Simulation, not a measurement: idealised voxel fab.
Process module in this document: voxel self aligned contacts
The figure presents cross-section cut, which has a width of 215 nm and is divided into square cells with an edge length of 5 nm.
Heads up, the way a cross-section reads in here is a grid of square cells, handed over as bands from the top down, with every band being one or more rows of cells. Quick guide to a band line: top height, bottom height (nm) up front; then every material left to right with its width in nm. Only one material and it's marked "everywhere"? Then it fills the band edge to edge. And "blank" just means empty space. Heads up on the height convention: 0 is the point under which the incoming wafer is all one material, and the lowest band has no bottom, it just keeps going down, like "0 -> down". Per-row width for "30->40": begins at first number (top row of band), ends at second number (bottom row), increment between rows held constant. Key: "no modifications" - step with no changed cell in the cross-section. Enclosed voids (no open way to top), threshold 8 cells or more, entry "Completely sealed voids", notation width x height at distance, distance from left edge, nm. Whatever follows a step's settings on its line is a remark the simulator itself makes about that step. overlay nm: for a step with a mask, the amount by which the mask lay right of where it was planned; a negative amount means left of it. Before/after cross-section pairs, one process step each; after shown to lowest changed band; step and settings beneath. Pairs may be from different runs of this module on the same starting wafer; a pair continues from the one above only where its "Pre-step view" entry says so.

PRE-STEP VIEW
  55 -> 50  100 nm TiN, 25 nm blank, 90 nm TiN
  50 -> 45  95 nm SiO2, 10 nm TiN, 5 nm blank, 20 nm TiN, 85 nm SiO2
  45 -> 25  65 nm SiO2, 35 nm SiN, 5 nm TiN, 5 nm blank, 5 nm TiN, 35 nm SiN, 65 nm SiO2
  25 -> 0  65 nm SiO2, 5 nm SiN, 25 nm polySi, 5 nm SiN, 5 nm TiN, 5 nm blank, 5 nm TiN, 5 nm SiN, 25 nm polySi, 5 nm SiN, 65 nm SiO2
  0 -> -5  100 nm SiO2, 15 nm TiN, 100 nm SiO2
  -5 -> down  Si everywhere
  Completely sealed voids: none

AFTER
  60 -> 55  Ru everywhere
  55 -> 50  100 nm TiN, 25 nm Ru, 90 nm TiN
  50 -> 45  95 nm SiO2, 10 nm TiN, 5 nm Ru, 20 nm TiN, 85 nm SiO2
  45 -> 25  65 nm SiO2, 35 nm SiN, 5 nm TiN, 5 nm Ru, 5 nm TiN, 35 nm SiN, 65 nm SiO2
  25 -> 0  65 nm SiO2, 5 nm SiN, 25 nm polySi, 5 nm SiN, 5 nm TiN, 5 nm Ru, 5 nm TiN, 5 nm SiN, 25 nm polySi, 5 nm SiN, 65 nm SiO2
  Everything below 0 is unchanged.
  Completely sealed voids: none
The process step bridging the two cross-sections above: FILL_DEP: material Ru, thk nm 5

Pre-step view: identical to the post-step cross-section of the immediately preceding pair.

AFTER
  50 -> 45  95 nm SiO2, 10 nm TiN, 5 nm Ru, 20 nm TiN, 85 nm SiO2
  Everything below 45 is unchanged.
  Completely sealed voids: none
The process step bridging the two cross-sections above: CMP: height nm 50

Pre-step view: identical to the post-step cross-section of the immediately preceding pair.

AFTER
  55 -> 50  SiN everywhere
  Everything below 50 is unchanged.
  Completely sealed voids: none
The process step bridging the two cross-sections above: CONFORMAL_DEP: material SiN, thk nm 5

PRE-STEP VIEW
  45 -> 25  70 nm blank, 25 nm SiN, 25 nm blank, 25 nm SiN, 70 nm blank
  25 -> 0  70 nm blank, 25 nm polySi, 25 nm blank, 25 nm polySi, 70 nm blank
  0 -> -5  SiO2 everywhere
  -5 -> down  Si everywhere
  Completely sealed voids: none

AFTER
  50 -> 45  65 nm blank, 35 nm polySi, 15 nm blank, 35 nm polySi, 65 nm blank
  45 -> 25  65 nm blank, 5 nm polySi, 25 nm SiN, 5 nm polySi, 15 nm blank, 5 nm polySi, 25 nm SiN, 5 nm polySi, 65 nm blank
  25 -> 5  65 nm blank, 35 nm polySi, 15 nm blank, 35 nm polySi, 65 nm blank
  5 -> 0  polySi everywhere
  Everything below 0 is unchanged.
  Completely sealed voids: none
The process step bridging the two cross-sections above: CONFORMAL_DEP: material polySi, thk nm 5

Pre-step view: identical to the post-step cross-section of the immediately preceding pair.

AFTER
  60 -> 50  SiO2 everywhere
  50 -> 45  65 nm SiO2, 35 nm polySi, 15 nm SiO2, 35 nm polySi, 65 nm SiO2
  45 -> 25  65 nm SiO2, 5 nm polySi, 25 nm SiN, 5 nm polySi, 15 nm SiO2, 5 nm polySi, 25 nm SiN, 5 nm polySi, 65 nm SiO2
  25 -> 5  65 nm SiO2, 35 nm polySi, 15 nm SiO2, 35 nm polySi, 65 nm SiO2
  Everything below 5 is unchanged.
  Completely sealed voids: none
The process step bridging the two cross-sections above: FILL_DEP: material SiO2, thk nm 10

Pre-step view: identical to the post-step cross-section of the immediately preceding pair.

AFTER
  50 -> 45  65 nm SiO2, 35 nm polySi, 15 nm SiO2, 35 nm polySi, 65 nm SiO2
  Everything below 45 is unchanged.
  Completely sealed voids: none
The process step bridging the two cross-sections above: CMP: height nm 50

Pre-step view: identical to the post-step cross-section of the immediately preceding pair.

AFTER
  50 -> 45  65 nm SiO2, 35 nm polySi, 15 nm blank, 35 nm polySi, 65 nm SiO2
  45 -> 25  65 nm SiO2, 5 nm polySi, 25 nm SiN, 5 nm polySi, 15 nm blank, 5 nm polySi, 25 nm SiN, 5 nm polySi, 65 nm SiO2
  25 -> 5  65 nm SiO2, 35 nm polySi, 15 nm blank, 35 nm polySi, 65 nm SiO2
  Everything below 5 is unchanged.
  Completely sealed voids: none
The process step bridging the two cross-sections above: MASKED_ETCH: tone open, mask id CONTACT, width nm 35, etch materials SiO2, depth nm 55, overlay nm 0

Pre-step view: identical to the post-step cross-section of the immediately preceding pair.

AFTER
  55 -> 50  105 nm TiN, 5 nm blank, 105 nm TiN
  50 -> 45  65 nm SiO2, 35 nm polySi, 5 nm TiN, 5 nm blank, 5 nm TiN, 35 nm polySi, 65 nm SiO2
  45 -> 25  65 nm SiO2, 5 nm polySi, 25 nm SiN, 5 nm polySi, 5 nm TiN, 5 nm blank, 5 nm TiN, 5 nm polySi, 25 nm SiN, 5 nm polySi, 65 nm SiO2
  25 -> 10  65 nm SiO2, 35 nm polySi, 5 nm TiN, 5 nm blank, 5 nm TiN, 35 nm polySi, 65 nm SiO2
  10 -> 5  65 nm SiO2, 35 nm polySi, 15 nm TiN, 35 nm polySi, 65 nm SiO2
  Everything below 5 is unchanged.
  Completely sealed voids: none
The process step bridging the two cross-sections above: CONFORMAL_DEP: material TiN, thk nm 5

Pre-step view: identical to the post-step cross-section of the immediately preceding pair.

AFTER
  60 -> 55  Ru everywhere
  55 -> 50  105 nm TiN, 5 nm Ru, 105 nm TiN
  50 -> 45  65 nm SiO2, 35 nm polySi, 5 nm TiN, 5 nm Ru, 5 nm TiN, 35 nm polySi, 65 nm SiO2
  45 -> 25  65 nm SiO2, 5 nm polySi, 25 nm SiN, 5 nm polySi, 5 nm TiN, 5 nm Ru, 5 nm TiN, 5 nm polySi, 25 nm SiN, 5 nm polySi, 65 nm SiO2
  25 -> 10  65 nm SiO2, 35 nm polySi, 5 nm TiN, 5 nm Ru, 5 nm TiN, 35 nm polySi, 65 nm SiO2
  Everything below 10 is unchanged.
  Completely sealed voids: none
The process step bridging the two cross-sections above: FILL_DEP: material Ru, thk nm 5

Pre-step view: identical to the post-step cross-section of the immediately preceding pair.

AFTER
  50 -> 45  65 nm SiO2, 35 nm polySi, 5 nm TiN, 5 nm Ru, 5 nm TiN, 35 nm polySi, 65 nm SiO2
  Everything below 45 is unchanged.
  Completely sealed voids: none
The process step bridging the two cross-sections above: CMP: height nm 50

Pre-step view: identical to the post-step cross-section of the immediately preceding pair.

AFTER
  55 -> 50  SiN everywhere
  Everything below 50 is unchanged.
  Completely sealed voids: none
The process step bridging the two cross-sections above: CONFORMAL_DEP: material SiN, thk nm 5

PRE-STEP VIEW
  50 -> 45  SiO2 everywhere
  45 -> 25  65 nm SiO2, 35 nm SiN, 15 nm SiO2, 35 nm SiN, 65 nm SiO2
  25 -> 0  65 nm SiO2, 5 nm SiN, 25 nm polySi, 5 nm SiN, 15 nm SiO2, 5 nm SiN, 25 nm polySi, 5 nm SiN, 65 nm SiO2
  0 -> -5  SiO2 everywhere
  -5 -> down  Si everywhere
  Completely sealed voids: none

AFTER
  50 -> 45  90 nm blank, 35 nm SiO2, 90 nm blank
  45 -> 25  65 nm blank, 35 nm SiN, 15 nm SiO2, 35 nm SiN, 65 nm blank
  25 -> 0  65 nm blank, 5 nm SiN, 25 nm polySi, 5 nm SiN, 15 nm SiO2, 5 nm SiN, 25 nm polySi, 5 nm SiN, 65 nm blank
  0 -> -5  65 nm blank, 85 nm SiO2, 65 nm blank
  Everything below -5 is unchanged.
  Completely sealed voids: none
The process step bridging the two cross-sections above: MASKED_ETCH: tone cover, mask id CONTACT, width nm 35, etch materials SiO2, depth nm 55, overlay nm 0

Pre-step view: identical to the post-step cross-section of the immediately preceding pair.

AFTER
  55 -> 50  85 nm blank, 45 nm TiN, 85 nm blank
  50 -> 45  60 nm blank, 30 nm TiN, 35 nm SiO2, 30 nm TiN, 60 nm blank
  45 -> 25  60 nm blank, 5 nm TiN, 35 nm SiN, 15 nm SiO2, 35 nm SiN, 5 nm TiN, 60 nm blank
  25 -> 0  60 nm blank, 5 nm TiN, 5 nm SiN, 25 nm polySi, 5 nm SiN, 15 nm SiO2, 5 nm SiN, 25 nm polySi, 5 nm SiN, 5 nm TiN, 60 nm blank
  0 -> -5  65 nm TiN, 85 nm SiO2, 65 nm TiN
  Everything below -5 is unchanged.
  Completely sealed voids: none
The process step bridging the two cross-sections above: CONFORMAL_DEP: material TiN, thk nm 5

Pre-step view: identical to the post-step cross-section of the immediately preceding pair.

AFTER
  60 -> 55  Ru everywhere
  55 -> 50  85 nm Ru, 45 nm TiN, 85 nm Ru
  50 -> 45  60 nm Ru, 30 nm TiN, 35 nm SiO2, 30 nm TiN, 60 nm Ru
  45 -> 25  60 nm Ru, 5 nm TiN, 35 nm SiN, 15 nm SiO2, 35 nm SiN, 5 nm TiN, 60 nm Ru
  25 -> 0  60 nm Ru, 5 nm TiN, 5 nm SiN, 25 nm polySi, 5 nm SiN, 15 nm SiO2, 5 nm SiN, 25 nm polySi, 5 nm SiN, 5 nm TiN, 60 nm Ru
  Everything below 0 is unchanged.
  Completely sealed voids: none
The process step bridging the two cross-sections above: FILL_DEP: material Ru, thk nm 5

Pre-step view: identical to the post-step cross-section of the immediately preceding pair.

AFTER
  50 -> 45  60 nm Ru, 30 nm TiN, 35 nm SiO2, 30 nm TiN, 60 nm Ru
  Everything below 45 is unchanged.
  Completely sealed voids: none
The process step bridging the two cross-sections above: CMP: height nm 50

Pre-step view: identical to the post-step cross-section of the immediately preceding pair.

AFTER
  55 -> 50  SiN everywhere
  Everything below 50 is unchanged.
  Completely sealed voids: none
The process step bridging the two cross-sections above: CONFORMAL_DEP: material SiN, thk nm 5
